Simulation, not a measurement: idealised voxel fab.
The following is a process module called voxel transistor to metal.
Cross-section cut spans 295 nm and uses square cells 5 nm in size.
A cross-section in this document is a grid of square cells, and it is written down as bands, the top band listed before the ones below it; a band is made up of one or more rows of cells.
Per band: top height and bottom height in nm, followed by the left-to-right materials and their widths in nm; "edge to edge" marks a single material spanning edge to edge, "air" marks empty space.
Heads up on the height convention: 0 is the point under which the incoming wafer is all one material, and the lowest band has no bottom, it just keeps going down, like "0 nm and below".
When a width is written as two numbers, as in "30 to 40", the first number is the width in the top row of cells of the band and the second is the width in its bottom row, and the width changes by the same amount from each row to the next.
"nothing altered", as given for a step, is the statement that not any cell of the cross-section underwent a change during that step.
What "Completely enclosed voids" gives you is every empty space of 8 cells or more that is cut off from the top. Each appears as width x height at distance, with the distance taken from the left edge and width, height and distance all in nm.
On each step's line, the part that comes after the settings is the simulator's own comment on the step.
overlay nm: step with mask; distance mask lay right of planned place; negative value = left of planned place.

LIST OF PLANNED PROCESS STEPS
1,op RECEIVE | material Si
2,op OXIDIZE | depth nm 5
3,op CONFORMAL_DEP | material SiN | thk nm 15
4,op DIRECTIONAL_DEP | material aC | thk nm 10
5,op PATTERN | tone cover | mask id ACTIVE | material resist | width nm 95 | pitch nm 125 | thk nm 30 | overlay nm 0
6,op DIRECTIONAL_ETCH | etch materials aC | depth nm 10
7,op STRIP | etch materials resist
8,op DIRECTIONAL_ETCH | etch materials SiN | depth nm 15
9,op DIRECTIONAL_ETCH | etch materials SiO2 | depth nm 5
10,op DIRECTIONAL_ETCH | etch materials Si | depth nm 35
11,op STRIP | etch materials aC
12,op OXIDIZE | depth nm 5
13,op FILL_DEP | material SiO2 | thk nm 15
14,op CMP | height nm 15
15,op SELECTIVE_ETCH | etch materials SiO2 | depth nm 5
16,op STRIP | etch materials SiN
17,op SELECTIVE_ETCH | etch materials SiO2 | depth nm 5
18,op OXIDIZE | depth nm 5
19,op DIRECTIONAL_DEP | material polySi | thk nm 30
20,op DIRECTIONAL_DEP | material SiCN | thk nm 15
21,op MASKED_ETCH | tone cover | mask id GATE | width nm 25 | pitch nm 125 | etch materials SiCN | depth nm 25 | overlay nm 0
22,op MASKED_ETCH | tone cover | mask id GATE | width nm 25 | pitch nm 125 | etch materials polySi | depth nm 40 | overlay nm 0
23,op CONFORMAL_DEP | material SiN | thk nm 5
24,op DIRECTIONAL_ETCH | etch materials SiN | depth nm 5
25,op DIRECTIONAL_ETCH | etch materials SiO2 | depth nm 5
26,op EPI | material nSi | thk nm 5
27,op FILL_DEP | material SiO2 | thk nm 5
28,op CMP | height nm 40
29,op DIRECTIONAL_DEP | material SiO2 | thk nm 10
30,op DIRECTIONAL_DEP | material aC | thk nm 10
31,op PATTERN | tone open | mask id CONTACT | material resist | width nm 25 | thk nm 30 | overlay nm 0
32,op DIRECTIONAL_ETCH | etch materials aC | depth nm 10
33,op STRIP | etch materials resist
34,op DIRECTIONAL_ETCH | etch materials SiO2 | depth nm 55
35,op STRIP | etch materials aC
36,op CONFORMAL_DEP | material TiN | thk nm 5
37,op FILL_DEP | material Ru | thk nm 10
38,op CMP | height nm 50
39,op DIRECTIONAL_DEP | material TiN | thk nm 5
40,op DIRECTIONAL_DEP | material W | thk nm 15
41,op DIRECTIONAL_DEP | material aC | thk nm 15
42,op PATTERN | tone cover | mask id METAL_1 | material resist | width nm 15 | thk nm 35 | overlay nm 0
43,op DIRECTIONAL_ETCH | etch materials aC | depth nm 15
44,op STRIP | etch materials resist
45,op DIRECTIONAL_ETCH | etch materials W | depth nm 15
46,op DIRECTIONAL_ETCH | etch materials TiN | depth nm 5
47,op STRIP | etch materials aC
48,op FILL_DEP | material SiO2 | thk nm 5
49,op CMP | height nm 70
50,op CONFORMAL_DEP | material SiN | thk nm 5

SHOWN IN CROSS-SECTION IS THE WAFER AS RECEIVED, THAT IS, AS IT STANDS AFTER STEP 1
> 0 nm and below: Si edge to edge
> Completely enclosed voids: none

CROSS-SECTION TAKEN AT MODULE COMPLETION ON THE FIRST OF TWO WAFERS; PROCESSED PER THE PLAN
> 75 nm to 70 nm: SiN edge to edge
> 70 nm to 55 nm: SiO2=40; W=15; SiO2=55; W=15; SiO2=40; W=15; SiO2=55; W=15; SiO2=45
> 55 nm to 50 nm: SiO2=40; TiN=15; SiO2=55; TiN=15; SiO2=40; TiN=15; SiO2=55; TiN=15; SiO2=45
> 50 nm to 40 nm: SiO2=40; TiN=5; Ru=15; TiN=5; SiO2=35; TiN=5; Ru=15; TiN=5; SiO2=40; TiN=5; Ru=15; TiN=5; SiO2=35; TiN=5; Ru=15; TiN=5; SiO2=45
> 40 nm to 25 nm: SiO2=40; TiN=5; Ru=15; TiN=5; SiN=5; SiCN=25; SiN=5; TiN=5; Ru=15; TiN=5; SiO2=40; TiN=5; Ru=15; TiN=5; SiN=5; SiCN=25; SiN=5; TiN=5; Ru=15; TiN=5; SiO2=45
> 25 nm to 5 nm: SiO2=40; TiN=5; Ru=15; TiN=5; SiN=5; polySi=25; SiN=5; TiN=5; Ru=15; TiN=5; SiO2=40; TiN=5; Ru=15; TiN=5; SiN=5; polySi=25; SiN=5; TiN=5; Ru=15; TiN=5; SiO2=45
> 5 nm to 0 nm: SiO2=30; SiN=5; SiO2=5; TiN=5; Ru=15; TiN=5; SiN=5; polySi=25; SiN=5; TiN=5; Ru=15; TiN=5; SiO2=5; SiN=5; SiO2=20; SiN=5; SiO2=5; TiN=5; Ru=15; TiN=5; SiN=5; polySi=25; SiN=5; TiN=5; Ru=15; TiN=5; SiO2=5; SiN=5; SiO2=35
> 0 nm to -5 nm: SiO2=30; SiN=5; SiO2=5; TiN=25; SiN=5; polySi=25; SiN=5; TiN=25; SiO2=5; SiN=5; SiO2=20; SiN=5; SiO2=5; TiN=25; SiN=5; polySi=25; SiN=5; TiN=25; SiO2=5; SiN=5; SiO2=35
> -5 nm to -10 nm: SiO2=35; nSi=30; SiO2=35; nSi=30; SiO2=30; nSi=30; SiO2=35; nSi=30; SiO2=40
> -10 nm to -45 nm: SiO2=40; Si=85; SiO2=40; Si=85; SiO2=45
> -45 nm and below: Si edge to edge
> Completely enclosed voids: none

END OF MODULE, SECOND WAFER, CROSS-SECTION. STARTED LIKE THE FIRST, PLANNED LIKE THE FIRST, RUN WITH ONE MISTAKE
> 75 nm to 70 nm: SiN edge to edge
> 70 nm to 55 nm: SiO2=40; W=15; SiO2=55; W=15; SiO2=40; W=15; SiO2=55; W=15; SiO2=45
> 55 nm to 50 nm: SiO2=40; TiN=15; SiO2=55; TiN=15; SiO2=40; TiN=15; SiO2=55; TiN=15; SiO2=45
> 50 nm to 40 nm: SiO2=40; TiN=5; Ru=15; TiN=5; SiO2=35; TiN=5; Ru=15; TiN=5; SiO2=40; TiN=5; Ru=15; TiN=5; SiO2=35; TiN=5; Ru=15; TiN=5; SiO2=45
> 40 nm to 35 nm: SiCN=30; SiN=5; SiO2=5; TiN=5; Ru=15; TiN=5; SiN=5; SiCN=25; SiN=5; TiN=5; Ru=15; TiN=5; SiO2=5; SiN=5; SiCN=20; SiN=5; SiO2=5; TiN=5; Ru=15; TiN=5; SiN=5; SiCN=25; SiN=5; TiN=5; Ru=15; TiN=5; SiO2=5; SiN=5; SiCN=35
> 35 nm to 30 nm: polySi=30; SiN=5; SiO2=5; TiN=25; SiN=5; SiCN=25; SiN=5; TiN=25; SiO2=5; SiN=5; polySi=20; SiN=5; SiO2=5; TiN=25; SiN=5; SiCN=25; SiN=5; TiN=25; SiO2=5; SiN=5; polySi=35
> 30 nm to 25 nm: polySi=30; SiCN=105; polySi=20; SiCN=105; polySi=35
> 25 nm to 5 nm: polySi edge to edge
> 5 nm to -5 nm: SiO2=30; polySi=105; SiO2=20; polySi=105; SiO2=35
> -5 nm to -10 nm: SiO2 edge to edge
> -10 nm to -45 nm: SiO2=40; Si=85; SiO2=40; Si=85; SiO2=45
> -45 nm and below: Si edge to edge
> Completely enclosed voids: none
Run error: step 20 of the plan was executed twice over
Per the end-of-run cell counts, the second wafer holds more or fewer of some materials than the first: -84 Ru, +49 SiCN, -28 SiN, -151 SiO2, -56 TiN, -24 nSi, +294 polySi
